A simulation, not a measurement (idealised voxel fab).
The following process module bears the name voxel transistor to metal.
Displayed cross-section: cut, width of 185 nm, square cells sized 5 nm.
Square cells in a grid make up a cross-section in this document, and the grid is given as bands, listed from the top down, each one or more rows of cells.
Heads up on the band format: heights come first, top then bottom, in nm. After that it's the materials left to right, each with its width in nm. A single material flagged "everywhere" fills the whole band edge to edge, and "blank" means there's empty space there.
Ref level 0: as-received wafer is one material below here. Bottom band extends down with no lower bound ("0..down").
So if you see something like "30..40" for the width, read it as the top row of the band sitting at the first number and the bottom row at the second, with every row in between moving by the same amount as the last.
Step note "nothing changed" = no cross-section cell changed.
"Voids, fully enclosed" specifies each empty space that is not open to the top and that occupies no fewer than 8 cells, using the form width x height at distance, the distance measured from the left edge and all three quantities in nm.
Text after the settings on a step's line: the simulator's own remark on that step.
A step's line can hold "overlay nm"; with a mask on that step, the setting says how far right of the planned place the mask lay, while a negative setting says it lay to the left.

The process steps that were planned are listed below
- 1: RECEIVE [material Si]
- 2: CONFORMAL_DEP [material SiO2] [thk nm 5]
- 3: CONFORMAL_DEP [material SiN] [thk nm 10]
- 4: PATTERN [tone cover] [mask id ACTIVE] [material resist] [width nm 95] [thk nm 20] [overlay nm 0]
- 5: DIRECTIONAL_ETCH [etch materials SiN] [depth nm 10]
- 6: DIRECTIONAL_ETCH [etch materials SiO2] [depth nm 5]
- 7: DIRECTIONAL_ETCH [etch materials Si] [depth nm 35]
- 8: STRIP [etch materials resist]
- 9: FILL_DEP [material SiO2] [thk nm 5]
- 10: CMP [height nm 15]
- 11: SELECTIVE_ETCH [etch materials SiO2] [depth nm 10]
- 12: STRIP [etch materials SiN]
- 13: SELECTIVE_ETCH [etch materials SiO2] [depth nm 5]
- 14: OXIDIZE [depth nm 5]
- 15: DIRECTIONAL_DEP [material polySi] [thk nm 25]
- 16: DIRECTIONAL_DEP [material SiCN] [thk nm 10]
- 17: DIRECTIONAL_DEP [material aC] [thk nm 10]
- 18: PATTERN [tone cover] [mask id GATE] [material resist] [width nm 25] [thk nm 30] [overlay nm 0]
- 19: DIRECTIONAL_ETCH [etch materials aC] [depth nm 10]
- 20: STRIP [etch materials resist]
- 21: DIRECTIONAL_ETCH [etch materials SiCN] [depth nm 20]
- 22: DIRECTIONAL_ETCH [etch materials polySi] [depth nm 35]
- 23: STRIP [etch materials aC]
- 24: CONFORMAL_DEP [material SiN] [thk nm 5]
- 25: DIRECTIONAL_ETCH [etch materials SiN] [depth nm 5]
- 26: DIRECTIONAL_ETCH [etch materials SiO2] [depth nm 5]
- 27: DIRECTIONAL_ETCH [etch materials Si] [depth nm 10]
- 28: EPI [material pSi] [thk nm 10]
- 29: FILL_DEP [material SiO2] [thk nm 10]
- 30: CMP [height nm 25]
- 31: STRIP [etch materials polySi]
- 32: SELECTIVE_ETCH [etch materials SiO2] [depth nm 5]
- 33: CONFORMAL_DEP [material HfO2] [thk nm 5]
- 34: CONFORMAL_DEP [material TiN] [thk nm 5]
- 35: FILL_DEP [material W] [thk nm 5]
- 36: CMP [height nm 20]
- 37: DIRECTIONAL_DEP [material SiO2] [thk nm 10]
- 38: PATTERN [tone open] [mask id CONTACT] [material resist] [width nm 15] [pitch nm 70] [thk nm 15] [overlay nm 0]
- 39: DIRECTIONAL_ETCH [etch materials SiO2] [depth nm 35]
- 40: STRIP [etch materials resist]
- 41: CONFORMAL_DEP [material TiN] [thk nm 5]
- 42: FILL_DEP [material Ru] [thk nm 5]
- 43: CMP [height nm 30]
- 44: CONFORMAL_DEP [material SiN] [thk nm 5]
- 45: DIRECTIONAL_DEP [material SiO2] [thk nm 15]
- 46: PATTERN [tone open] [mask id METAL_1] [material resist] [width nm 15] [pitch nm 70] [thk nm 20] [overlay nm 0]
- 47: DIRECTIONAL_ETCH [etch materials SiO2] [depth nm 15]
- 48: DIRECTIONAL_ETCH [etch materials SiN] [depth nm 5]
- 49: STRIP [etch materials resist]
- 50: CONFORMAL_DEP [material TiN] [thk nm 5]
- 51: FILL_DEP [material Cu] [thk nm 5]
- 52: CMP [height nm 50]
- 53: EPI [material Ru] [thk nm 5]
- 54: FILL_DEP [material SiCN] [thk nm 5]
- 55: DIRECTIONAL_DEP [material lowk] [thk nm 30]
- 56: MASKED_ETCH [tone open] [mask id METAL_2] [width nm 15] [pitch nm 70] [etch materials lowk] [depth nm 20] [overlay nm 0]
- 57: MASKED_ETCH [tone open] [mask id METAL_2_HOLES] [width nm 15] [pitch nm 70] [etch materials lowk] [depth nm 10] [overlay nm 0]
- 58: MASKED_ETCH [tone open] [mask id METAL_2_HOLES] [width nm 15] [pitch nm 70] [etch materials SiCN] [depth nm 5] [overlay nm 0]
- 59: CONFORMAL_DEP [material TiN] [thk nm 5]
- 60: FILL_DEP [material Cu] [thk nm 5]
- 61: CMP [height nm 90]
- 62: CONFORMAL_DEP [material SiN] [thk nm 5]

Wafer cross-section on receipt, i.e. after step 1
> 0..down | Si everywhere
> Voids, fully enclosed: none

Cross-sectional result after module completion. Note: starting condition and plan are unchanged from above; one processing mistake was made
> 95..90 | SiN everywhere
> 90..60 | lowk (50) | TiN (5) | Cu (5) | TiN (5) | lowk (55) | TiN (5) | Cu (5) | TiN (5) | lowk (50)
> 60..55 | SiCN (50) | TiN (15) | SiCN (55) | TiN (15) | SiCN (50)
> 55..50 | SiCN (45) | Ru (25) | SiCN (45) | Ru (25) | SiCN (45)
> 50..35 | SiO2 (50) | TiN (5) | Cu (5) | TiN (5) | SiO2 (55) | TiN (5) | Cu (5) | TiN (5) | SiO2 (50)
> 35..30 | SiN (50) | TiN (15) | SiN (55) | TiN (15) | SiN (50)
> 30..20 | SiO2 (50) | TiN (5) | Ru (5) | TiN (5) | SiO2 (55) | TiN (5) | Ru (5) | TiN (5) | SiO2 (50)
> 20..5 | SiO2 (50) | TiN (5) | Ru (5) | TiN (5) | SiO2 (10) | SiN (5) | HfO2 (5) | TiN (5) | W (5) | TiN (5) | HfO2 (5) | SiN (5) | SiO2 (10) | TiN (5) | Ru (5) | TiN (5) | SiO2 (50)
> 5..0 | SiO2 (50) | TiN (5) | Ru (5) | TiN (5) | SiO2 (10) | SiN (5) | HfO2 (5) | TiN (15) | HfO2 (5) | SiN (5) | SiO2 (10) | TiN (5) | Ru (5) | TiN (5) | SiO2 (50)
> 0..-5 | SiO2 (50) | TiN (15) | SiO2 (10) | HfO2 (35) | SiO2 (10) | TiN (15) | SiO2 (50)
> -5..-15 | pSi (45) | SiO2 (95) | pSi (45)
> -15..-35 | Si (45) | SiO2 (95) | Si (45)
> -35..down | Si everywhere
> Voids, fully enclosed: none
Nonconformance to the process plan: so step 4 ended up running with a different setting than we planned, it ran as PATTERN [tone open] [mask id ACTIVE] [material resist] [width nm 95] [thk nm 20] [overlay nm 0]
